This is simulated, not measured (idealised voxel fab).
The name of this process module is voxel transistor to metal.
The figure presents cross-section cut, which has a width of 140 nm and is divided into square cells with an edge length of 5 nm.
How to read a cross-section here: the picture is a grid of square cells, written as bands going from the top down, and any band can span one or more rows of cells.
Heads up on the band format: heights come first, top then bottom, in nm. After that it's the materials left to right, each with its width in nm. A single material flagged "full width" fills the whole band edge to edge, and "air" means there's empty space there.
Heads up on the height convention: 0 is the point under which the incoming wafer is all one material, and the lowest band has no bottom, it just keeps going down, like "0 and below".
Width: "30 to 40" (first number = top row, second number = bottom row, same change from row to row of cells).
Where a step carries "remains unaltered", the cross-section came out of it unchanged, cell for cell.
Voids not open to the top, 8 cells minimum: see "Enclosed voids". Written width x height at distance; distance is from the left edge; nm.
It should be noted that, on the line of a given step, the content following the step's settings is a remark produced by the simulator itself with respect to that step.
"overlay nm" denotes, for a step that has a mask, the displacement of the mask to the right of its planned place, with negative values corresponding to the left.

# Below is the list of planned process steps
- 1: RECEIVE with material Si
- 2: OXIDIZE with depth nm 5
- 3: CONFORMAL_DEP with material SiN, thk nm 10
- 4: MASKED_ETCH with tone cover, mask id ACTIVE, width nm 105, etch materials SiN, depth nm 10, overlay nm 0
- 5: MASKED_ETCH with tone cover, mask id ACTIVE, width nm 105, etch materials SiO2, depth nm 5, overlay nm 0
- 6: MASKED_ETCH with tone cover, mask id ACTIVE, width nm 105, etch materials Si, depth nm 30, overlay nm 0
- 7: OXIDIZE with depth nm 5
- 8: FILL_DEP with material SiO2, thk nm 15
- 9: CMP with height nm 10
- 10: SELECTIVE_ETCH with etch materials SiO2, depth nm 5
- 11: STRIP with etch materials SiN
- 12: SELECTIVE_ETCH with etch materials SiO2, depth nm 5
- 13: OXIDIZE with depth nm 5
- 14: DIRECTIONAL_DEP with material polySi, thk nm 20
- 15: DIRECTIONAL_DEP with material SiCN, thk nm 15
- 16: DIRECTIONAL_DEP with material aC, thk nm 10
- 17: PATTERN with tone cover, mask id GATE, material resist, width nm 25, thk nm 25, overlay nm 0
- 18: DIRECTIONAL_ETCH with etch materials aC, depth nm 10
- 19: STRIP with etch materials resist
- 20: DIRECTIONAL_ETCH with etch materials SiCN, depth nm 25
- 21: DIRECTIONAL_ETCH with etch materials polySi, depth nm 30
- 22: STRIP with etch materials aC
- 23: CONFORMAL_DEP with material SiN, thk nm 5
- 24: DIRECTIONAL_ETCH with etch materials SiN, depth nm 5
- 25: DIRECTIONAL_ETCH with etch materials SiO2, depth nm 5
- 26: DIRECTIONAL_ETCH with etch materials Si, depth nm 5
- 27: EPI with material pSi, thk nm 10
- 28: FILL_DEP with material SiO2, thk nm 10
- 29: CMP with height nm 15
- 30: STRIP with etch materials polySi
- 31: SELECTIVE_ETCH with etch materials SiO2, depth nm 5
- 32: CONFORMAL_DEP with material HfO2, thk nm 5
- 33: CONFORMAL_DEP with material TiN, thk nm 5
- 34: FILL_DEP with material W, thk nm 5
- 35: CMP with height nm 10
- 36: DIRECTIONAL_DEP with material SiO2, thk nm 10
- 37: PATTERN with tone open, mask id CONTACT, material resist, width nm 15, pitch nm 80, thk nm 15, overlay nm 0
- 38: DIRECTIONAL_ETCH with etch materials SiO2, depth nm 25
- 39: STRIP with etch materials resist
- 40: CONFORMAL_DEP with material TiN, thk nm 5
- 41: FILL_DEP with material Ru, thk nm 10
- 42: CMP with height nm 20
- 43: CONFORMAL_DEP with material SiCN, thk nm 5
- 44: DIRECTIONAL_DEP with material lowk, thk nm 20
- 45: DIRECTIONAL_DEP with material aC, thk nm 15
- 46: PATTERN with tone open, mask id METAL_1, material resist, width nm 15, pitch nm 80, thk nm 30, overlay nm 0
- 47: DIRECTIONAL_ETCH with etch materials aC, depth nm 15
- 48: STRIP with etch materials resist
- 49: DIRECTIONAL_ETCH with etch materials lowk, depth nm 20
- 50: DIRECTIONAL_ETCH with etch materials SiCN, depth nm 5
- 51: STRIP with etch materials aC
- 52: CONFORMAL_DEP with material TiN, thk nm 5
- 53: FILL_DEP with material Cu, thk nm 5
- 54: CMP with height nm 45
- 55: CONFORMAL_DEP with material SiCN, thk nm 5
- 56: DIRECTIONAL_DEP with material lowk, thk nm 35
- 57: PATTERN with tone open, mask id METAL_2, material resist, width nm 15, pitch nm 80, thk nm 15, overlay nm 0
- 58: DIRECTIONAL_ETCH with etch materials lowk, depth nm 20
- 59: STRIP with etch materials resist
- 60: MASKED_ETCH with tone open, mask id METAL_2_HOLES, width nm 15, pitch nm 80, etch materials lowk, depth nm 15, overlay nm 0
- 61: MASKED_ETCH with tone open, mask id METAL_2_HOLES, width nm 15, pitch nm 80, etch materials SiCN, depth nm 5, overlay nm 0
- 62: CONFORMAL_DEP with material TiN, thk nm 5
- 63: FILL_DEP with material Ru, thk nm 10
- 64: CMP with height nm 85
- 65: CONFORMAL_DEP with material SiCN, thk nm 5

# Delivered wafer in cross-section: state after step 1
	0 and below  Si full width
	Enclosed voids: none

# Here's the wafer cut in cross-section after the module, started and planned just like above, except one thing was done wrong in the run
	90 down to 85  SiCN full width
	85 down to 50  lowk (20), TiN (5), Ru (5), TiN (5), lowk (65), TiN (5), Ru (5), TiN (5), lowk (25)
	50 down to 45  SiCN (20), TiN (15), SiCN (65), TiN (15), SiCN (25)
	45 down to 25  HfO2 full width
	25 down to 20  SiCN full width
	20 down to 10  SiO2 (20), TiN (5), Ru (5), TiN (5), SiO2 (65), TiN (5), Ru (5), TiN (5), SiO2 (25)
	10 down to 0  SiO2 (20), TiN (5), Ru (5), TiN (5), SiO2 (15), SiN (5), HfO2 (5), TiN (5), W (5), TiN (5), HfO2 (5), SiN (5), SiO2 (15), TiN (5), Ru (5), TiN (5), SiO2 (25)
	0 down to -5  SiO2 (10), SiN (5), SiO2 (5), TiN (15), SiO2 (5), pSi (10), SiN (5), HfO2 (5), TiN (15), HfO2 (5), SiN (5), pSi (10), SiO2 (5), TiN (15), SiO2 (5), SiN (5), SiO2 (15)
	-5 down to -10  SiO2 (15), pSi (35), HfO2 (35), pSi (35), SiO2 (20)
	-10 down to -15  SiO2 (20), pSi (30), Si (35), pSi (30), SiO2 (25)
	-15 down to -40  SiO2 (20), Si (95), SiO2 (25)
	-40 and below  Si full width
	Enclosed voids: none
What was done differently from what was planned? not per plan at step 44, really ran DIRECTIONAL_DEP with material HfO2, thk nm 20
